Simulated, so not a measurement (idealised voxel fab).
The process module presented herein is designated voxel self aligned vias.
Cross-section cut: width 280 nm, square cells of 5 nm.
Cross-section = grid of square cells, listed top down in bands; band = one or more rows. Band: top height; bottom height; in nm. Then, left to right: material with width in nm, for each material. "full width": a single material spanning edge to edge. "blank": empty space. The reference from which all heights are counted is 0, the level beneath which the as-received wafer is entirely one material; the lowest band, having no lower bound, proceeds downward and is written after the example "z 0 and below". Width "30->40": first value at the band's top row of cells, second value at its bottom row, equal change from row to row. "no change" means the step left every cell of the cross-section as it was. Any empty space of 8 cells or more lacking an open way to the top shows up in "Closed internal cavities" as width x height at distance, distance from the left edge, in nm. On a step's line, text after the settings is the simulator commenting on that step. Regarding "overlay nm": on a step with a mask, it is the distance the mask lay to the right of its planned place; a negative value places it to the left.
Below is the list of planned process steps
1,RECEIVE: material Si
2,CONFORMAL_DEP: material SiO2, thk nm 10
3,CONFORMAL_DEP: material SiCN, thk nm 5
4,DIRECTIONAL_DEP: material lowk, thk nm 25
5,MASKED_ETCH: tone open, mask id LINES, width nm 20, pitch nm 45, etch materials lowk, depth nm 25, overlay nm 0
6,CONFORMAL_DEP: material TiN, thk nm 5
7,FILL_DEP: material W, thk nm 10
8,CMP: height nm 40
9,SELECTIVE_ETCH: etch materials W Ru TiN, depth nm 5
10,FILL_DEP: material SiN, thk nm 5
11,CMP: height nm 40
12,DIRECTIONAL_DEP: material lowk, thk nm 15
13,PATTERN: tone open, mask id VIAS, material resist, width nm 30, thk nm 20, overlay nm 0
14,DIRECTIONAL_ETCH: etch materials lowk, depth nm 15
15,DIRECTIONAL_ETCH: etch materials SiN, depth nm 5
16,STRIP: etch materials resist
17,CONFORMAL_DEP: material TiN, thk nm 5
18,FILL_DEP: material Ru, thk nm 10
19,CMP: height nm 55
20,CONFORMAL_DEP: material SiCN, thk nm 5
The first of a set of two wafers, run to plan
Cross-section, incoming material, after step 1
- z 0 and below | Si full width
- Closed internal cavities: none
Cross-section through the wafer, step 2 finished
- z 10 to 0 | SiO2 full width
- Below 0, no change.
Cross-section through the wafer, step 3 finished
- z 15 to 10 | SiCN full width
- Below 10, no change.
Cross-section through the wafer, step 4 finished
- z 40 to 15 | lowk full width
- Below 15, no change.
Cross-section through the wafer, step 5 finished
- z 40 to 15 | lowk 105, then blank 20, then lowk 25, then blank 20, then lowk 110
- Below 15, no change.
Cross-section through the wafer, step 6 finished
- z 45 to 40 | TiN 110, then blank 10, then TiN 35, then blank 10, then TiN 115
- z 40 to 20 | lowk 105, then TiN 5, then blank 10, then TiN 5, then lowk 25, then TiN 5, then blank 10, then TiN 5, then lowk 110
- z 20 to 15 | lowk 105, then TiN 20, then lowk 25, then TiN 20, then lowk 110
- Below 15, no change.
Cross-section through the wafer, step 7 finished
- z 55 to 45 | W full width
- z 45 to 40 | TiN 110, then W 10, then TiN 35, then W 10, then TiN 115
- z 40 to 20 | lowk 105, then TiN 5, then W 10, then TiN 5, then lowk 25, then TiN 5, then W 10, then TiN 5, then lowk 110
- Below 20, no change.
Cross-section through the wafer, step 8 finished
- z 40 to 20 | lowk 105, then TiN 5, then W 10, then TiN 5, then lowk 25, then TiN 5, then W 10, then TiN 5, then lowk 110
- Below 20, no change.
Cross-section through the wafer, step 9 finished
- z 40 to 35 | lowk 105, then blank 20, then lowk 25, then blank 20, then lowk 110
- Below 35, no change.
Cross-section through the wafer, step 10 finished
- z 45 to 40 | SiN full width
- z 40 to 35 | lowk 105, then SiN 20, then lowk 25, then SiN 20, then lowk 110
- Below 35, no change.
Cross-section through the wafer, step 11 finished
- z 40 to 35 | lowk 105, then SiN 20, then lowk 25, then SiN 20, then lowk 110
- Below 35, no change.
Cross-section through the wafer, step 12 finished
- z 55 to 40 | lowk full width
- Below 40, no change.
Cross-section through the wafer, step 13 finished
- z 75 to 55 | resist 100, then blank 30, then resist 150
- Below 55, no change.
Cross-section through the wafer, step 14 finished
- z 75 to 55 | resist 100, then blank 30, then resist 150
- z 55 to 40 | lowk 100, then blank 30, then lowk 150
- Below 40, no change.
Cross-section through the wafer, step 15 finished
- z 75 to 55 | resist 100, then blank 30, then resist 150
- z 55 to 40 | lowk 100, then blank 30, then lowk 150
- z 40 to 35 | lowk 105, then blank 20, then lowk 25, then SiN 20, then lowk 110
- Below 35, no change.
Cross-section through the wafer, step 16 finished
- z 55 to 40 | lowk 100, then blank 30, then lowk 150
- Below 40, no change.
Cross-section through the wafer, step 17 finished
- z 60 to 55 | TiN 105, then blank 20, then TiN 155
- z 55 to 45 | lowk 100, then TiN 5, then blank 20, then TiN 5, then lowk 150
- z 45 to 40 | lowk 100, then TiN 10, then blank 10, then TiN 10, then lowk 150
- z 40 to 35 | lowk 105, then TiN 20, then lowk 25, then SiN 20, then lowk 110
- Below 35, no change.
Cross-section through the wafer, step 18 finished
- z 70 to 60 | Ru full width
- z 60 to 55 | TiN 105, then Ru 20, then TiN 155
- z 55 to 45 | lowk 100, then TiN 5, then Ru 20, then TiN 5, then lowk 150
- z 45 to 40 | lowk 100, then TiN 10, then Ru 10, then TiN 10, then lowk 150
- Below 40, no change.
Cross-section through the wafer, step 19 finished
- z 55 to 45 | lowk 100, then TiN 5, then Ru 20, then TiN 5, then lowk 150
- Below 45, no change.
Cross-section through the wafer, step 20 finished
- z 60 to 55 | SiCN full width
- Below 55, no change.
Wafer two of the pair: same origin, same plan, one error during the run; identical to wafer one up to and including step 13
Cross-section of the second wafer at the time step 14 of the plan should have ended
- z 75 to 55 | resist 100, then blank 30, then resist 150
- z 55 to 40 | lowk 100, then blank 30, then lowk 150
- z 40 to 35 | lowk 100, then blank 5, then SiN 20, then blank 5, then lowk 20, then SiN 20, then lowk 110
- Below 35, no change.
Cross-section of the second wafer at the time step 15 of the plan should have ended
- z 75 to 55 | resist 100, then blank 30, then resist 150
- z 55 to 40 | lowk 100, then blank 30, then lowk 150
- z 40 to 35 | lowk 100, then blank 30, then lowk 20, then SiN 20, then lowk 110
- Below 35, no change.
Cross-section of the second wafer at the time step 16 of the plan should have ended
- z 55 to 40 | lowk 100, then blank 30, then lowk 150
- Below 40, no change.
Cross-section of the second wafer at the time step 17 of the plan should have ended
- z 60 to 55 | TiN 105, then blank 20, then TiN 155
- z 55 to 40 | lowk 100, then TiN 5, then blank 20, then TiN 5, then lowk 150
- z 40 to 35 | lowk 100, then TiN 30, then lowk 20, then SiN 20, then lowk 110
- Below 35, no change.
Cross-section of the second wafer at the time step 18 of the plan should have ended
- z 70 to 60 | Ru full width
- z 60 to 55 | TiN 105, then Ru 20, then TiN 155
- z 55 to 40 | lowk 100, then TiN 5, then Ru 20, then TiN 5, then lowk 150
- Below 40, no change.
Cross-section of the second wafer at the time step 19 of the plan should have ended
- z 55 to 40 | lowk 100, then TiN 5, then Ru 20, then TiN 5, then lowk 150
- Below 40, no change.
Cross-section of the second wafer at the time step 20 of the plan should have ended
- z 60 to 55 | SiCN full width
- Below 55, no change.
What broke from the plan during processing? the process deviated at step 14: the operation and settings actually run there were DIRECTIONAL_ETCH: etch materials lowk, depth nm 20
Per the end-of-run cell counts, the second wafer holds more or fewer of some materials than the first: Ru +2, lowk -2
